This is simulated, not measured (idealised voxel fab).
process module | voxel quadruple lines
cross-section cut | 215 nm wide | cells 5 nm
A cross-section is a grid of square cells, given in bands from the top down. A band is one or more rows of cells.
Each band's line starts with the height of the band's top and of its bottom, in nm. Then come its materials from left to right, each with its width in nm. One material with "throughout" fills the band from edge to edge. "air" is empty space.
Height 0 is the level under which the wafer as received is all one material. The lowest band goes on downwards, as in "0 down".
A width such as "30 to 40" changes by the same amount from each row of cells to the next, from the band's top row to its bottom row.
"no change" after a step means that no cell of the cross-section changed.
closed voids: empty space of 8 cells or more with no open way to the top, each as width x height at its distance from the left edge, in nm
after a step's settings: what the simulator itself notes on the step
overlay nm, on a step with a mask: how far to the right of its planned place the mask lay; to the left if negative
plan
1 op RECEIVE | material Si
2 op CONFORMAL_DEP | material Al2O3 | thk nm 5
3 op DIRECTIONAL_DEP | material TiN | thk nm 15
4 op DIRECTIONAL_DEP | material polySi | thk nm 15
5 op DIRECTIONAL_DEP | material aC | thk nm 20
6 op PATTERN | tone cover | mask id MANDREL | material resist | width nm 20 | thk nm 30 | overlay nm 0
7 op DIRECTIONAL_ETCH | etch materials aC | depth nm 20
8 op STRIP | etch materials resist
9 op CONFORMAL_DEP | material SiO2 | thk nm 10
10 op DIRECTIONAL_ETCH | etch materials SiO2 | depth nm 10
11 op STRIP | etch materials aC
12 op DIRECTIONAL_ETCH | etch materials polySi | depth nm 15
13 op STRIP | etch materials SiO2
14 op CONFORMAL_DEP | material SiCN | thk nm 5
15 op DIRECTIONAL_ETCH | etch materials SiCN | depth nm 5
16 op STRIP | etch materials polySi
17 op DIRECTIONAL_ETCH | etch materials TiN | depth nm 15
18 op STRIP | etch materials SiCN
as received, after step 1
  0 down: Si throughout
  closed voids: none
a wafer at the end: this start, this plan, one mistake
  20 to 5: polySi throughout
  5 to 0: Al2O3 throughout
  0 down: Si throughout
  closed voids: none
what went wrong: steps 3 and 4 were swapped
